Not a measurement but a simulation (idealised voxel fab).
Module name: voxel quadruple lines (process module)
This is section cut - it's 140 nm across, gridded in 5 nm square cells.
A cross-section is written here as square cells arranged in a grid, and it is given in bands from the top down, each band taking up one or more rows of cells.
Within each band entry, the heights of the top and of the bottom of the band appear first, in that order and in nm; the materials of the band then follow from left to right, each with its corresponding width in nm. The designation "throughout" on a single material indicates that it fills the band from edge to edge; the designation "empty" indicates empty space.
Convention: height 0 is the level below which the wafer, as received, is all one material. The lowest band does not terminate at the bottom but continues downward, represented as "0..down".
With a width like "30->40", each row of cells in the band differs from the next by the same amount, the top row carrying the first number and the bottom row the second.
The designation "no modifications", where it is given for a processing step, indicates that no cell of the cross-section was altered in the course of that step.
Catalogued sealed voids: empty space of 8 cells or more with no open way to the top, each as width x height at its distance from the left edge, in nm
On a step's line, text after the settings is the simulator commenting on that step.
"overlay nm" denotes, for a step that has a mask, the displacement of the mask to the right of its planned place, with negative values corresponding to the left.
STEPS IN THE PROCESS PLAN
1) RECEIVE [material Si]
2) CONFORMAL_DEP [material Al2O3] [thk nm 10]
3) DIRECTIONAL_DEP [material W] [thk nm 15]
4) DIRECTIONAL_DEP [material polySi] [thk nm 20]
5) DIRECTIONAL_DEP [material aC] [thk nm 20]
6) PATTERN [tone cover] [mask id MANDREL] [material resist] [width nm 20] [thk nm 25] [overlay nm 0]
7) DIRECTIONAL_ETCH [etch materials aC] [depth nm 20]
8) STRIP [etch materials resist]
9) CONFORMAL_DEP [material SiO2] [thk nm 10]
10) DIRECTIONAL_ETCH [etch materials SiO2] [depth nm 10]
11) STRIP [etch materials aC]
12) DIRECTIONAL_ETCH [etch materials polySi] [depth nm 20]
13) STRIP [etch materials SiO2]
14) CONFORMAL_DEP [material SiN] [thk nm 5]
15) DIRECTIONAL_ETCH [etch materials SiN] [depth nm 5]
16) STRIP [etch materials polySi]
17) DIRECTIONAL_ETCH [etch materials W] [depth nm 15]
18) STRIP [etch materials SiN]
19) FILL_DEP [material lowk] [thk nm 5]
20) CMP [height nm 25]
SHOWN IN CROSS-SECTION IS THE WAFER AS RECEIVED, THAT IS, AS IT STANDS AFTER STEP 1
	0..down  Si throughout
	Catalogued sealed voids: none
WAFER CROSS-SECTION AT MODULE END: FIRST OF TWO, RUN TO PLAN
	25..10  lowk=45 | W=5 | lowk=10 | W=5 | lowk=10 | W=5 | lowk=10 | W=5 | lowk=45
	10..0  Al2O3 throughout
	0..down  Si throughout
	Catalogued sealed voids: none
END OF MODULE, SECOND WAFER, CROSS-SECTION. STARTED LIKE THE FIRST, PLANNED LIKE THE FIRST, RUN WITH ONE MISTAKE
	25..10  lowk=50 | W=5 | lowk=10 | W=5 | lowk=10 | W=5 | lowk=10 | W=5 | lowk=40
	10..0  Al2O3 throughout
	0..down  Si throughout
	Catalogued sealed voids: none
Here's what went sideways: rather than as planned, step 6 actually ran as PATTERN [tone cover] [mask id MANDREL] [material resist] [width nm 20] [thk nm 25] [overlay nm 5]
Final state: per-material cell counts identical on both wafers; locations differ.
